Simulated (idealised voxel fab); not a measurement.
process module | voxel ribs on slabs
The figure presents cross-section cut, which has a width of 270 nm and is divided into square cells with an edge length of 5 nm.
Cross-section spec: square-cell grid; bands listed top down; each band is one or more rows.
Look at the band entry: it leads with the top's height and the bottom's height in nm. Then it lists the materials left to right, with a width in nm for each. The word "everywhere" on a single material says that material fills the band edge to edge. The word "empty" is empty space.
Heights are measured from 0, the level below which the as-received wafer is all one material; the lowest band has no bottom and continues downward, written as in "top 0, no bottom".
Width "30->40": first value at the band's top row of cells, second value at its bottom row, equal change from row to row.
Basically "nothing was modified" means that step didn't change any cell in the cross-section.
Heads up: "Sealed-off cavities" only lists the empty pockets with no open path to the top that are 8 cells or more, and it writes them as width x height at distance, distance from the left edge, in nm.
The remark found on a step's line after its settings is issued by the simulator itself and pertains to that step.
For masked steps, "overlay nm" on the step line gives how far right of plan the mask actually lay; a minus sign means it lay to the left.
## Set out below are the planned steps of the process
1: RECEIVE | material Si
2: DIRECTIONAL_DEP | material SiO2 | thk nm 20
3: DIRECTIONAL_DEP | material polySi | thk nm 15
4: MASKED_ETCH | tone cover | mask id RIB | width nm 20 | etch materials polySi | depth nm 5 | overlay nm 0
5: DIRECTIONAL_DEP | material aC | thk nm 10
6: PATTERN | tone cover | mask id SLAB | material resist | width nm 50 | thk nm 25 | overlay nm 0
7: DIRECTIONAL_ETCH | etch materials aC | depth nm 10
8: STRIP | etch materials resist
9: DIRECTIONAL_ETCH | etch materials polySi | depth nm 10
10: STRIP | etch materials aC
11: FILL_DEP | material SiO2 | thk nm 25
12: CMP | height nm 50
13: DIRECTIONAL_DEP | material W | thk nm 5
14: DIRECTIONAL_DEP | material aC | thk nm 10
15: PATTERN | tone cover | mask id HEATER | material resist | width nm 30 | thk nm 30 | overlay nm 0
16: DIRECTIONAL_ETCH | etch materials aC | depth nm 10
17: STRIP | etch materials resist
18: DIRECTIONAL_ETCH | etch materials W | depth nm 5
19: STRIP | etch materials aC
20: CONFORMAL_DEP | material SiN | thk nm 10
## First of the two wafers, run per plan
## Cross-section of the wafer as it came to us, i.e., already through step 1
top 0, no bottom = Si everywhere
Sealed-off cavities: none
## Cross-section of the wafer subsequent to step 2
top 20, bottom 0 = SiO2 everywhere
Unchanged below 0.
## Cross-section of the wafer subsequent to step 3
top 35, bottom 20 = polySi everywhere
Unchanged below 20.
## Cross-section of the wafer subsequent to step 4
top 35, bottom 30 = 125 nm empty, 20 nm polySi, 125 nm empty
Unchanged below 30.
## Cross-section of the wafer subsequent to step 5
top 45, bottom 40 = 125 nm empty, 20 nm aC, 125 nm empty
top 40, bottom 35 = aC everywhere
top 35, bottom 30 = 125 nm aC, 20 nm polySi, 125 nm aC
Unchanged below 30.
## Cross-section of the wafer subsequent to step 6
top 70, bottom 45 = 110 nm empty, 50 nm resist, 110 nm empty
top 45, bottom 40 = 110 nm empty, 15 nm resist, 20 nm aC, 15 nm resist, 110 nm empty
Unchanged below 40.
## Cross-section of the wafer subsequent to step 7
top 60, bottom 45 = 110 nm empty, 50 nm resist, 110 nm empty
top 45, bottom 40 = 110 nm empty, 15 nm resist, 20 nm aC, 15 nm resist, 110 nm empty
top 40, bottom 35 = 110 nm empty, 50 nm aC, 110 nm empty
top 35, bottom 30 = 110 nm empty, 15 nm aC, 20 nm polySi, 15 nm aC, 110 nm empty
Unchanged below 30.
## Cross-section of the wafer subsequent to step 8
top 45, bottom 35 = 125->110 nm empty, 20->50 nm aC, 125->110 nm empty
Unchanged below 35.
## Cross-section of the wafer subsequent to step 9
top 45, bottom 35 = 125->110 nm empty, 20->50 nm aC, 125->110 nm empty
top 35, bottom 30 = 110 nm empty, 15 nm aC, 20 nm polySi, 15 nm aC, 110 nm empty
top 30, bottom 20 = 110 nm empty, 50 nm polySi, 110 nm empty
Unchanged below 20.
## Cross-section of the wafer subsequent to step 10
top 35, bottom 30 = 125 nm empty, 20 nm polySi, 125 nm empty
Unchanged below 30.
## Cross-section of the wafer subsequent to step 11
top 60, bottom 35 = SiO2 everywhere
top 35, bottom 30 = 125 nm SiO2, 20 nm polySi, 125 nm SiO2
top 30, bottom 20 = 110 nm SiO2, 50 nm polySi, 110 nm SiO2
Unchanged below 20.
## Cross-section of the wafer subsequent to step 12
top 50, bottom 35 = SiO2 everywhere
Unchanged below 35.
## Cross-section of the wafer subsequent to step 13
top 55, bottom 50 = W everywhere
Unchanged below 50.
## Cross-section of the wafer subsequent to step 14
top 65, bottom 55 = aC everywhere
Unchanged below 55.
## Cross-section of the wafer subsequent to step 15
top 95, bottom 65 = 120 nm empty, 30 nm resist, 120 nm empty
Unchanged below 65.
## Cross-section of the wafer subsequent to step 16
top 85, bottom 65 = 120 nm empty, 30 nm resist, 120 nm empty
top 65, bottom 55 = 120 nm empty, 30 nm aC, 120 nm empty
Unchanged below 55.
## Cross-section of the wafer subsequent to step 17
top 65, bottom 55 = 120 nm empty, 30 nm aC, 120 nm empty
Unchanged below 55.
## Cross-section of the wafer subsequent to step 18
top 65, bottom 55 = 120 nm empty, 30 nm aC, 120 nm empty
top 55, bottom 50 = 120 nm empty, 30 nm W, 120 nm empty
Unchanged below 50.
## Cross-section of the wafer subsequent to step 19
top 55, bottom 50 = 120 nm empty, 30 nm W, 120 nm empty
Unchanged below 50.
## Cross-section of the wafer subsequent to step 20
top 65, bottom 60 = 110 nm empty, 50 nm SiN, 110 nm empty
top 60, bottom 55 = SiN everywhere
top 55, bottom 50 = 120 nm SiN, 30 nm W, 120 nm SiN
Unchanged below 50.
## Second Wafer (Identical Start and Plan, One Processing Error; Matches First Wafer Through Step 1)
## Second wafer, sectioned view, at step 2's planned end time
top 15, bottom 0 = polySi everywhere
Unchanged below 0.
## Second wafer, sectioned view, at step 3's planned end time
top 35, bottom 15 = SiO2 everywhere
Unchanged below 15.
Second wafer, sectioned view, at step 4's planned end time: nothing was modified
## Second wafer, sectioned view, at step 5's planned end time
top 45, bottom 35 = aC everywhere
Unchanged below 35.
## Second wafer, sectioned view, at step 6's planned end time
top 70, bottom 45 = 110 nm empty, 50 nm resist, 110 nm empty
Unchanged below 45.
## Second wafer, sectioned view, at step 7's planned end time
top 60, bottom 45 = 110 nm empty, 50 nm resist, 110 nm empty
top 45, bottom 35 = 110 nm empty, 50 nm aC, 110 nm empty
Unchanged below 35.
## Second wafer, sectioned view, at step 8's planned end time
top 45, bottom 35 = 110 nm empty, 50 nm aC, 110 nm empty
Unchanged below 35.
Second wafer, sectioned view, at step 9's planned end time: nothing was modified
## Second wafer, sectioned view, at step 10's planned end time
top 35, bottom 15 = SiO2 everywhere
Unchanged below 15.
## Second wafer, sectioned view, at step 11's planned end time
top 60, bottom 15 = SiO2 everywhere
Unchanged below 15.
## Second wafer, sectioned view, at step 12's planned end time
top 50, bottom 15 = SiO2 everywhere
Unchanged below 15.
## Second wafer, sectioned view, at step 13's planned end time
top 55, bottom 50 = W everywhere
Unchanged below 50.
## Second wafer, sectioned view, at step 14's planned end time
top 65, bottom 55 = aC everywhere
Unchanged below 55.
## Second wafer, sectioned view, at step 15's planned end time
top 95, bottom 65 = 120 nm empty, 30 nm resist, 120 nm empty
Unchanged below 65.
## Second wafer, sectioned view, at step 16's planned end time
top 85, bottom 65 = 120 nm empty, 30 nm resist, 120 nm empty
top 65, bottom 55 = 120 nm empty, 30 nm aC, 120 nm empty
Unchanged below 55.
## Second wafer, sectioned view, at step 17's planned end time
top 65, bottom 55 = 120 nm empty, 30 nm aC, 120 nm empty
Unchanged below 55.
## Second wafer, sectioned view, at step 18's planned end time
top 65, bottom 55 = 120 nm empty, 30 nm aC, 120 nm empty
top 55, bottom 50 = 120 nm empty, 30 nm W, 120 nm empty
Unchanged below 50.
## Second wafer, sectioned view, at step 19's planned end time
top 55, bottom 50 = 120 nm empty, 30 nm W, 120 nm empty
Unchanged below 50.
## Second wafer, sectioned view, at step 20's planned end time
top 65, bottom 60 = 110 nm empty, 50 nm SiN, 110 nm empty
top 60, bottom 55 = SiN everywhere
top 55, bottom 50 = 120 nm SiN, 30 nm W, 120 nm SiN
Unchanged below 50.
Processing error: steps 2 and 3 got flipped, so each one ran where the other should have
Final comparison by cell count, materials where the second wafer has more or fewer than the first: SiO2 -138 | polySi +138
